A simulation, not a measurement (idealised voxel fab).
process module | voxel wiring stack
cross-section cut | 285 nm wide | cells 5 nm
A cross-section is a grid of square cells, given in bands from the top down. A band is one or more rows of cells.
Each band's line starts with the height of the band's top and of its bottom, in nm. Then come its materials from left to right, each with its width in nm. One material with "throughout" fills the band from edge to edge. "air" is empty space.
Height 0 is the level under which the wafer as received is all one material. The lowest band goes on downwards, as in "0 down".
A width such as "30 to 40" changes by the same amount from each row of cells to the next, from the band's top row to its bottom row.
"no change" after a step means that no cell of the cross-section changed.
closed voids: empty space of 8 cells or more with no open way to the top, each as width x height at its distance from the left edge, in nm
after a step's settings: what the simulator itself notes on the step
overlay nm, on a step with a mask: how far to the right of its planned place the mask lay; to the left if negative
plan
1 op RECEIVE | material Si
2 op CONFORMAL_DEP | material SiO2 | thk nm 10
3 op CONFORMAL_DEP | material SiN | thk nm 5
4 op DIRECTIONAL_DEP | material lowk | thk nm 25
5 op MASKED_ETCH | tone open | mask id METAL_1 | width nm 25 | pitch nm 55 | etch materials lowk | depth nm 25 | overlay nm 0
6 op MASKED_ETCH | tone open | mask id METAL_1 | width nm 25 | pitch nm 55 | etch materials SiN | depth nm 5 | overlay nm 0
7 op CONFORMAL_DEP | material TiN | thk nm 5
8 op FILL_DEP | material Cu | thk nm 5
9 op CMP | height nm 40
10 op CONFORMAL_DEP | material SiCN | thk nm 5
11 op DIRECTIONAL_DEP | material SiO2 | thk nm 25
12 op DIRECTIONAL_DEP | material aC | thk nm 10
13 op PATTERN | tone open | mask id METAL_2_HOLES | material resist | width nm 15 | thk nm 30 | overlay nm 0
14 op DIRECTIONAL_ETCH | etch materials aC | depth nm 10
15 op STRIP | etch materials resist
16 op DIRECTIONAL_ETCH | etch materials SiO2 | depth nm 25
17 op STRIP | etch materials aC
18 op MASKED_ETCH | tone open | mask id METAL_2 | width nm 25 | pitch nm 55 | etch materials SiO2 | depth nm 15 | overlay nm 0
19 op MASKED_ETCH | tone open | mask id METAL_2 | width nm 25 | pitch nm 55 | etch materials SiCN | depth nm 5 | overlay nm 0
20 op CONFORMAL_DEP | material TiN | thk nm 5
21 op FILL_DEP | material Cu | thk nm 5
22 op CMP | height nm 70
23 op CONFORMAL_DEP | material SiCN | thk nm 5
24 op DIRECTIONAL_DEP | material SiO2 | thk nm 30
25 op MASKED_ETCH | tone open | mask id METAL_3 | width nm 25 | pitch nm 55 | etch materials SiO2 | depth nm 20 | overlay nm 0
26 op DIRECTIONAL_DEP | material aC | thk nm 10
27 op PATTERN | tone open | mask id METAL_3_HOLES | material resist | width nm 15 | pitch nm 55 | thk nm 25 | overlay nm 0
28 op DIRECTIONAL_ETCH | etch materials aC | depth nm 10
29 op STRIP | etch materials resist
30 op DIRECTIONAL_ETCH | etch materials SiO2 | depth nm 10
31 op DIRECTIONAL_ETCH | etch materials SiCN | depth nm 5
32 op STRIP | etch materials aC
33 op CONFORMAL_DEP | material TiN | thk nm 5
34 op FILL_DEP | material Cu | thk nm 5
35 op CMP | height nm 105
36 op CONFORMAL_DEP | material SiCN | thk nm 5
37 op DIRECTIONAL_DEP | material SiO2 | thk nm 25
38 op PATTERN | tone open | mask id METAL_4_HOLES | material resist | width nm 15 | pitch nm 55 | thk nm 20 | overlay nm 0
39 op DIRECTIONAL_ETCH | etch materials SiO2 | depth nm 25
40 op STRIP | etch materials resist
41 op PATTERN | tone open | mask id METAL_4 | material resist | width nm 25 | pitch nm 55 | thk nm 20 | overlay nm 0
42 op DIRECTIONAL_ETCH | etch materials SiO2 | depth nm 15
43 op DIRECTIONAL_ETCH | etch materials SiCN | depth nm 5
44 op STRIP | etch materials resist
45 op CONFORMAL_DEP | material TiN | thk nm 5
46 op FILL_DEP | material Cu | thk nm 10
47 op CMP | height nm 135
48 op CONFORMAL_DEP | material SiN | thk nm 5
first wafer, as planned
as received, after step 1
  0 down: Si throughout
  closed voids: none
after step 2
  10 to 0: SiO2 throughout
  below 0: unchanged
after step 3
  15 to 10: SiN throughout
  below 10: unchanged
after step 4
  40 to 15: lowk throughout
  below 15: unchanged
after step 5
  40 to 15: lowk 100 | air 25 | lowk 30 | air 25 | lowk 105
  below 15: unchanged
after step 6
  40 to 15: lowk 100 | air 25 | lowk 30 | air 25 | lowk 105
  15 to 10: SiN 100 | air 25 | SiN 30 | air 25 | SiN 105
  below 10: unchanged
after step 7
  45 to 40: TiN 105 | air 15 | TiN 40 | air 15 | TiN 110
  40 to 15: lowk 100 | TiN 5 | air 15 | TiN 5 | lowk 30 | TiN 5 | air 15 | TiN 5 | lowk 105
  15 to 10: SiN 100 | TiN 25 | SiN 30 | TiN 25 | SiN 105
  below 10: unchanged
after step 8
  50 to 45: Cu throughout
  45 to 40: TiN 105 | Cu 15 | TiN 40 | Cu 15 | TiN 110
  40 to 15: lowk 100 | TiN 5 | Cu 15 | TiN 5 | lowk 30 | TiN 5 | Cu 15 | TiN 5 | lowk 105
  below 15: unchanged
after step 9
  40 to 15: lowk 100 | TiN 5 | Cu 15 | TiN 5 | lowk 30 | TiN 5 | Cu 15 | TiN 5 | lowk 105
  below 15: unchanged
after step 10
  45 to 40: SiCN throughout
  below 40: unchanged
after step 11
  70 to 45: SiO2 throughout
  below 45: unchanged
after step 12
  80 to 70: aC throughout
  below 70: unchanged
after step 13
  110 to 80: resist 100 | air 15 | resist 170
  below 80: unchanged
after step 14
  100 to 80: resist 100 | air 15 | resist 170
  80 to 70: aC 100 | air 15 | aC 170
  below 70: unchanged
after step 15
  80 to 70: aC 100 | air 15 | aC 170
  below 70: unchanged
after step 16
  80 to 70: aC 100 | air 15 | aC 170
  70 to 45: SiO2 100 | air 15 | SiO2 170
  below 45: unchanged
after step 17
  70 to 45: SiO2 100 | air 15 | SiO2 170
  below 45: unchanged
after step 18
  70 to 55: SiO2 100 | air 25 | SiO2 30 | air 25 | SiO2 105
  below 55: unchanged
after step 19
  70 to 55: SiO2 100 | air 25 | SiO2 30 | air 25 | SiO2 105
  55 to 45: SiO2 100 | air 15 | SiO2 170
  45 to 40: SiCN 100 | air 15 | SiCN 170
  below 40: unchanged
after step 20
  75 to 70: TiN 105 | air 15 | TiN 40 | air 15 | TiN 110
  70 to 60: SiO2 100 | TiN 5 | air 15 | TiN 5 | SiO2 30 | TiN 5 | air 15 | TiN 5 | SiO2 105
  60 to 55: SiO2 100 | TiN 5 | air 5 | TiN 15 | SiO2 30 | TiN 25 | SiO2 105
  55 to 45: SiO2 100 | TiN 5 | air 5 | TiN 5 | SiO2 170
  45 to 40: SiCN 100 | TiN 15 | SiCN 170
  below 40: unchanged
after step 21
  80 to 75: Cu throughout
  75 to 70: TiN 105 | Cu 15 | TiN 40 | Cu 15 | TiN 110
  70 to 60: SiO2 100 | TiN 5 | Cu 15 | TiN 5 | SiO2 30 | TiN 5 | Cu 15 | TiN 5 | SiO2 105
  60 to 55: SiO2 100 | TiN 5 | Cu 5 | TiN 15 | SiO2 30 | TiN 25 | SiO2 105
  55 to 45: SiO2 100 | TiN 5 | Cu 5 | TiN 5 | SiO2 170
  below 45: unchanged
after step 22
  70 to 60: SiO2 100 | TiN 5 | Cu 15 | TiN 5 | SiO2 30 | TiN 5 | Cu 15 | TiN 5 | SiO2 105
  below 60: unchanged
after step 23
  75 to 70: SiCN throughout
  below 70: unchanged
after step 24
  105 to 75: SiO2 throughout
  below 75: unchanged
after step 25
  105 to 85: SiO2 100 | air 25 | SiO2 30 | air 25 | SiO2 105
  below 85: unchanged
after step 26
  115 to 105: aC 100 | air 25 | aC 30 | air 25 | aC 105
  105 to 95: SiO2 100 | air 25 | SiO2 30 | air 25 | SiO2 105
  95 to 85: SiO2 100 | aC 25 | SiO2 30 | aC 25 | SiO2 105
  below 85: unchanged
after step 27
  140 to 115: resist 100 | air 15 | resist 40 | air 15 | resist 115
  115 to 105: aC 100 | air 15 | resist 10 | aC 30 | air 15 | resist 10 | aC 105
  105 to 95: SiO2 100 | air 15 | resist 10 | SiO2 30 | air 15 | resist 10 | SiO2 105
  below 95: unchanged
after step 28
  130 to 115: resist 100 | air 15 | resist 40 | air 15 | resist 115
  115 to 105: aC 100 | air 15 | resist 10 | aC 30 | air 15 | resist 10 | aC 105
  105 to 95: SiO2 100 | air 15 | resist 10 | SiO2 30 | air 15 | resist 10 | SiO2 105
  95 to 85: SiO2 100 | air 15 | aC 10 | SiO2 30 | air 15 | aC 10 | SiO2 105
  below 85: unchanged
after step 29
  115 to 105: aC 100 | air 25 | aC 30 | air 25 | aC 105
  105 to 95: SiO2 100 | air 25 | SiO2 30 | air 25 | SiO2 105
  below 95: unchanged
after step 30
  115 to 105: aC 100 | air 25 | aC 30 | air 25 | aC 105
  105 to 95: SiO2 100 | air 25 | SiO2 30 | air 25 | SiO2 105
  95 to 85: SiO2 100 | air 15 | aC 10 | SiO2 30 | air 15 | aC 10 | SiO2 105
  85 to 75: SiO2 100 | air 15 | SiO2 40 | air 15 | SiO2 115
  below 75: unchanged
after step 31
  115 to 105: aC 100 | air 25 | aC 30 | air 25 | aC 105
  105 to 95: SiO2 100 | air 25 | SiO2 30 | air 25 | SiO2 105
  95 to 85: SiO2 100 | air 15 | aC 10 | SiO2 30 | air 15 | aC 10 | SiO2 105
  85 to 75: SiO2 100 | air 15 | SiO2 40 | air 15 | SiO2 115
  75 to 70: SiCN 100 | air 15 | SiCN 40 | air 15 | SiCN 115
  below 70: unchanged
after step 32
  105 to 85: SiO2 100 | air 25 | SiO2 30 | air 25 | SiO2 105
  below 85: unchanged
after step 33
  110 to 105: TiN 105 | air 15 | TiN 40 | air 15 | TiN 110
  105 to 90: SiO2 100 | TiN 5 | air 15 | TiN 5 | SiO2 30 | TiN 5 | air 15 | TiN 5 | SiO2 105
  90 to 85: SiO2 100 | TiN 5 | air 5 | TiN 15 | SiO2 30 | TiN 5 | air 5 | TiN 15 | SiO2 105
  85 to 75: SiO2 100 | TiN 5 | air 5 | TiN 5 | SiO2 40 | TiN 5 | air 5 | TiN 5 | SiO2 115
  75 to 70: SiCN 100 | TiN 15 | SiCN 40 | TiN 15 | SiCN 115
  below 70: unchanged
after step 34
  115 to 110: Cu throughout
  110 to 105: TiN 105 | Cu 15 | TiN 40 | Cu 15 | TiN 110
  105 to 90: SiO2 100 | TiN 5 | Cu 15 | TiN 5 | SiO2 30 | TiN 5 | Cu 15 | TiN 5 | SiO2 105
  90 to 85: SiO2 100 | TiN 5 | Cu 5 | TiN 15 | SiO2 30 | TiN 5 | Cu 5 | TiN 15 | SiO2 105
  85 to 75: SiO2 100 | TiN 5 | Cu 5 | TiN 5 | SiO2 40 | TiN 5 | Cu 5 | TiN 5 | SiO2 115
  below 75: unchanged
after step 35
  105 to 90: SiO2 100 | TiN 5 | Cu 15 | TiN 5 | SiO2 30 | TiN 5 | Cu 15 | TiN 5 | SiO2 105
  below 90: unchanged
after step 36
  110 to 105: SiCN throughout
  below 105: unchanged
after step 37
  135 to 110: SiO2 throughout
  below 110: unchanged
after step 38
  155 to 135: resist 100 | air 15 | resist 40 | air 15 | resist 115
  below 135: unchanged
after step 39
  155 to 135: resist 100 | air 15 | resist 40 | air 15 | resist 115
  135 to 110: SiO2 100 | air 15 | SiO2 40 | air 15 | SiO2 115
  below 110: unchanged
after step 40
  135 to 110: SiO2 100 | air 15 | SiO2 40 | air 15 | SiO2 115
  below 110: unchanged
after step 41
  155 to 135: resist 100 | air 25 | resist 30 | air 25 | resist 105
  below 135: unchanged
after step 42
  155 to 135: resist 100 | air 25 | resist 30 | air 25 | resist 105
  135 to 120: SiO2 100 | air 25 | SiO2 30 | air 25 | SiO2 105
  below 120: unchanged
after step 43
  155 to 135: resist 100 | air 25 | resist 30 | air 25 | resist 105
  135 to 120: SiO2 100 | air 25 | SiO2 30 | air 25 | SiO2 105
  120 to 110: SiO2 100 | air 15 | SiO2 40 | air 15 | SiO2 115
  110 to 105: SiCN 100 | air 15 | SiCN 40 | air 15 | SiCN 115
  below 105: unchanged
after step 44
  135 to 120: SiO2 100 | air 25 | SiO2 30 | air 25 | SiO2 105
  below 120: unchanged
after step 45
  140 to 135: TiN 105 | air 15 | TiN 40 | air 15 | TiN 110
  135 to 125: SiO2 100 | TiN 5 | air 15 | TiN 5 | SiO2 30 | TiN 5 | air 15 | TiN 5 | SiO2 105
  125 to 120: SiO2 100 | TiN 5 | air 5 | TiN 15 | SiO2 30 | TiN 5 | air 5 | TiN 15 | SiO2 105
  120 to 110: SiO2 100 | TiN 5 | air 5 | TiN 5 | SiO2 40 | TiN 5 | air 5 | TiN 5 | SiO2 115
  110 to 105: SiCN 100 | TiN 15 | SiCN 40 | TiN 15 | SiCN 115
  below 105: unchanged
after step 46
  150 to 140: Cu throughout
  140 to 135: TiN 105 | Cu 15 | TiN 40 | Cu 15 | TiN 110
  135 to 125: SiO2 100 | TiN 5 | Cu 15 | TiN 5 | SiO2 30 | TiN 5 | Cu 15 | TiN 5 | SiO2 105
  125 to 120: SiO2 100 | TiN 5 | Cu 5 | TiN 15 | SiO2 30 | TiN 5 | Cu 5 | TiN 15 | SiO2 105
  120 to 110: SiO2 100 | TiN 5 | Cu 5 | TiN 5 | SiO2 40 | TiN 5 | Cu 5 | TiN 5 | SiO2 115
  below 110: unchanged
after step 47
  135 to 125: SiO2 100 | TiN 5 | Cu 15 | TiN 5 | SiO2 30 | TiN 5 | Cu 15 | TiN 5 | SiO2 105
  below 125: unchanged
after step 48
  140 to 135: SiN throughout
  below 135: unchanged
second wafer: like start, like plan, one mistake. Through step 4 it matches the first wafer
when step 5 should have ended
  40 to 15: lowk 100 | air 30 | lowk 25 | air 30 | lowk 100
  below 15: unchanged
when step 6 should have ended
  40 to 15: lowk 100 | air 30 | lowk 25 | air 30 | lowk 100
  15 to 10: SiN 100 | air 25 | SiN 30 | air 25 | SiN 105
  below 10: unchanged
when step 7 should have ended
  45 to 40: TiN 105 | air 20 | TiN 35 | air 20 | TiN 105
  40 to 20: lowk 100 | TiN 5 | air 20 | TiN 5 | lowk 25 | TiN 5 | air 20 | TiN 5 | lowk 100
  20 to 15: lowk 100 | TiN 5 | air 15 | TiN 10 | lowk 25 | TiN 5 | air 15 | TiN 10 | lowk 100
  15 to 10: SiN 100 | TiN 25 | SiN 30 | TiN 25 | SiN 105
  below 10: unchanged
when step 8 should have ended
  50 to 45: Cu throughout
  45 to 40: TiN 105 | Cu 20 | TiN 35 | Cu 20 | TiN 105
  40 to 20: lowk 100 | TiN 5 | Cu 20 | TiN 5 | lowk 25 | TiN 5 | Cu 20 | TiN 5 | lowk 100
  20 to 15: lowk 100 | TiN 5 | Cu 15 | TiN 10 | lowk 25 | TiN 5 | Cu 15 | TiN 10 | lowk 100
  below 15: unchanged
when step 9 should have ended
  40 to 20: lowk 100 | TiN 5 | Cu 20 | TiN 5 | lowk 25 | TiN 5 | Cu 20 | TiN 5 | lowk 100
  below 20: unchanged
when step 10 should have ended
  45 to 40: SiCN throughout
  below 40: unchanged
when step 11 should have ended
  70 to 45: SiO2 throughout
  below 45: unchanged
when step 12 should have ended
  80 to 70: aC throughout
  below 70: unchanged
when step 13 should have ended
  110 to 80: resist 100 | air 15 | resist 170
  below 80: unchanged
when step 14 should have ended
  100 to 80: resist 100 | air 15 | resist 170
  80 to 70: aC 100 | air 15 | aC 170
  below 70: unchanged
when step 15 should have ended
  80 to 70: aC 100 | air 15 | aC 170
  below 70: unchanged
when step 16 should have ended
  80 to 70: aC 100 | air 15 | aC 170
  70 to 45: SiO2 100 | air 15 | SiO2 170
  below 45: unchanged
when step 17 should have ended
  70 to 45: SiO2 100 | air 15 | SiO2 170
  below 45: unchanged
when step 18 should have ended
  70 to 55: SiO2 100 | air 25 | SiO2 30 | air 25 | SiO2 105
  below 55: unchanged
when step 19 should have ended
  70 to 55: SiO2 100 | air 25 | SiO2 30 | air 25 | SiO2 105
  55 to 45: SiO2 100 | air 15 | SiO2 170
  45 to 40: SiCN 100 | air 15 | SiCN 170
  below 40: unchanged
when step 20 should have ended
  75 to 70: TiN 105 | air 15 | TiN 40 | air 15 | TiN 110
  70 to 60: SiO2 100 | TiN 5 | air 15 | TiN 5 | SiO2 30 | TiN 5 | air 15 | TiN 5 | SiO2 105
  60 to 55: SiO2 100 | TiN 5 | air 5 | TiN 15 | SiO2 30 | TiN 25 | SiO2 105
  55 to 45: SiO2 100 | TiN 5 | air 5 | TiN 5 | SiO2 170
  45 to 40: SiCN 100 | TiN 15 | SiCN 170
  below 40: unchanged
when step 21 should have ended
  80 to 75: Cu throughout
  75 to 70: TiN 105 | Cu 15 | TiN 40 | Cu 15 | TiN 110
  70 to 60: SiO2 100 | TiN 5 | Cu 15 | TiN 5 | SiO2 30 | TiN 5 | Cu 15 | TiN 5 | SiO2 105
  60 to 55: SiO2 100 | TiN 5 | Cu 5 | TiN 15 | SiO2 30 | TiN 25 | SiO2 105
  55 to 45: SiO2 100 | TiN 5 | Cu 5 | TiN 5 | SiO2 170
  below 45: unchanged
when step 22 should have ended
  70 to 60: SiO2 100 | TiN 5 | Cu 15 | TiN 5 | SiO2 30 | TiN 5 | Cu 15 | TiN 5 | SiO2 105
  below 60: unchanged
when step 23 should have ended
  75 to 70: SiCN throughout
  below 70: unchanged
when step 24 should have ended
  105 to 75: SiO2 throughout
  below 75: unchanged
when step 25 should have ended
  105 to 85: SiO2 100 | air 25 | SiO2 30 | air 25 | SiO2 105
  below 85: unchanged
when step 26 should have ended
  115 to 105: aC 100 | air 25 | aC 30 | air 25 | aC 105
  105 to 95: SiO2 100 | air 25 | SiO2 30 | air 25 | SiO2 105
  95 to 85: SiO2 100 | aC 25 | SiO2 30 | aC 25 | SiO2 105
  below 85: unchanged
when step 27 should have ended
  140 to 115: resist 100 | air 15 | resist 40 | air 15 | resist 115
  115 to 105: aC 100 | air 15 | resist 10 | aC 30 | air 15 | resist 10 | aC 105
  105 to 95: SiO2 100 | air 15 | resist 10 | SiO2 30 | air 15 | resist 10 | SiO2 105
  below 95: unchanged
when step 28 should have ended
  130 to 115: resist 100 | air 15 | resist 40 | air 15 | resist 115
  115 to 105: aC 100 | air 15 | resist 10 | aC 30 | air 15 | resist 10 | aC 105
  105 to 95: SiO2 100 | air 15 | resist 10 | SiO2 30 | air 15 | resist 10 | SiO2 105
  95 to 85: SiO2 100 | air 15 | aC 10 | SiO2 30 | air 15 | aC 10 | SiO2 105
  below 85: unchanged
when step 29 should have ended
  115 to 105: aC 100 | air 25 | aC 30 | air 25 | aC 105
  105 to 95: SiO2 100 | air 25 | SiO2 30 | air 25 | SiO2 105
  below 95: unchanged
when step 30 should have ended
  115 to 105: aC 100 | air 25 | aC 30 | air 25 | aC 105
  105 to 95: SiO2 100 | air 25 | SiO2 30 | air 25 | SiO2 105
  95 to 85: SiO2 100 | air 15 | aC 10 | SiO2 30 | air 15 | aC 10 | SiO2 105
  85 to 75: SiO2 100 | air 15 | SiO2 40 | air 15 | SiO2 115
  below 75: unchanged
when step 31 should have ended
  115 to 105: aC 100 | air 25 | aC 30 | air 25 | aC 105
  105 to 95: SiO2 100 | air 25 | SiO2 30 | air 25 | SiO2 105
  95 to 85: SiO2 100 | air 15 | aC 10 | SiO2 30 | air 15 | aC 10 | SiO2 105
  85 to 75: SiO2 100 | air 15 | SiO2 40 | air 15 | SiO2 115
  75 to 70: SiCN 100 | air 15 | SiCN 40 | air 15 | SiCN 115
  below 70: unchanged
when step 32 should have ended
  105 to 85: SiO2 100 | air 25 | SiO2 30 | air 25 | SiO2 105
  below 85: unchanged
when step 33 should have ended
  110 to 105: TiN 105 | air 15 | TiN 40 | air 15 | TiN 110
  105 to 90: SiO2 100 | TiN 5 | air 15 | TiN 5 | SiO2 30 | TiN 5 | air 15 | TiN 5 | SiO2 105
  90 to 85: SiO2 100 | TiN 5 | air 5 | TiN 15 | SiO2 30 | TiN 5 | air 5 | TiN 15 | SiO2 105
  85 to 75: SiO2 100 | TiN 5 | air 5 | TiN 5 | SiO2 40 | TiN 5 | air 5 | TiN 5 | SiO2 115
  75 to 70: SiCN 100 | TiN 15 | SiCN 40 | TiN 15 | SiCN 115
  below 70: unchanged
when step 34 should have ended
  115 to 110: Cu throughout
  110 to 105: TiN 105 | Cu 15 | TiN 40 | Cu 15 | TiN 110
  105 to 90: SiO2 100 | TiN 5 | Cu 15 | TiN 5 | SiO2 30 | TiN 5 | Cu 15 | TiN 5 | SiO2 105
  90 to 85: SiO2 100 | TiN 5 | Cu 5 | TiN 15 | SiO2 30 | TiN 5 | Cu 5 | TiN 15 | SiO2 105
  85 to 75: SiO2 100 | TiN 5 | Cu 5 | TiN 5 | SiO2 40 | TiN 5 | Cu 5 | TiN 5 | SiO2 115
  below 75: unchanged
when step 35 should have ended
  105 to 90: SiO2 100 | TiN 5 | Cu 15 | TiN 5 | SiO2 30 | TiN 5 | Cu 15 | TiN 5 | SiO2 105
  below 90: unchanged
when step 36 should have ended
  110 to 105: SiCN throughout
  below 105: unchanged
when step 37 should have ended
  135 to 110: SiO2 throughout
  below 110: unchanged
when step 38 should have ended
  155 to 135: resist 100 | air 15 | resist 40 | air 15 | resist 115
  below 135: unchanged
when step 39 should have ended
  155 to 135: resist 100 | air 15 | resist 40 | air 15 | resist 115
  135 to 110: SiO2 100 | air 15 | SiO2 40 | air 15 | SiO2 115
  below 110: unchanged
when step 40 should have ended
  135 to 110: SiO2 100 | air 15 | SiO2 40 | air 15 | SiO2 115
  below 110: unchanged
when step 41 should have ended
  155 to 135: resist 100 | air 25 | resist 30 | air 25 | resist 105
  below 135: unchanged
when step 42 should have ended
  155 to 135: resist 100 | air 25 | resist 30 | air 25 | resist 105
  135 to 120: SiO2 100 | air 25 | SiO2 30 | air 25 | SiO2 105
  below 120: unchanged
when step 43 should have ended
  155 to 135: resist 100 | air 25 | resist 30 | air 25 | resist 105
  135 to 120: SiO2 100 | air 25 | SiO2 30 | air 25 | SiO2 105
  120 to 110: SiO2 100 | air 15 | SiO2 40 | air 15 | SiO2 115
  110 to 105: SiCN 100 | air 15 | SiCN 40 | air 15 | SiCN 115
  below 105: unchanged
when step 44 should have ended
  135 to 120: SiO2 100 | air 25 | SiO2 30 | air 25 | SiO2 105
  below 120: unchanged
when step 45 should have ended
  140 to 135: TiN 105 | air 15 | TiN 40 | air 15 | TiN 110
  135 to 125: SiO2 100 | TiN 5 | air 15 | TiN 5 | SiO2 30 | TiN 5 | air 15 | TiN 5 | SiO2 105
  125 to 120: SiO2 100 | TiN 5 | air 5 | TiN 15 | SiO2 30 | TiN 5 | air 5 | TiN 15 | SiO2 105
  120 to 110: SiO2 100 | TiN 5 | air 5 | TiN 5 | SiO2 40 | TiN 5 | air 5 | TiN 5 | SiO2 115
  110 to 105: SiCN 100 | TiN 15 | SiCN 40 | TiN 15 | SiCN 115
  below 105: unchanged
when step 46 should have ended
  150 to 140: Cu throughout
  140 to 135: TiN 105 | Cu 15 | TiN 40 | Cu 15 | TiN 110
  135 to 125: SiO2 100 | TiN 5 | Cu 15 | TiN 5 | SiO2 30 | TiN 5 | Cu 15 | TiN 5 | SiO2 105
  125 to 120: SiO2 100 | TiN 5 | Cu 5 | TiN 15 | SiO2 30 | TiN 5 | Cu 5 | TiN 15 | SiO2 105
  120 to 110: SiO2 100 | TiN 5 | Cu 5 | TiN 5 | SiO2 40 | TiN 5 | Cu 5 | TiN 5 | SiO2 115
  below 110: unchanged
when step 47 should have ended
  135 to 125: SiO2 100 | TiN 5 | Cu 15 | TiN 5 | SiO2 30 | TiN 5 | Cu 15 | TiN 5 | SiO2 105
  below 125: unchanged
when step 48 should have ended
  140 to 135: SiN throughout
  below 135: unchanged
what went wrong: step 5 ran as: op MASKED_ETCH | tone open | mask id METAL_1 | width nm 30 | pitch nm 55 | etch materials lowk | depth nm 25 | overlay nm 0
at the end the second wafer has, in cells: 8 more of Cu | 2 more of TiN | 10 fewer of lowk
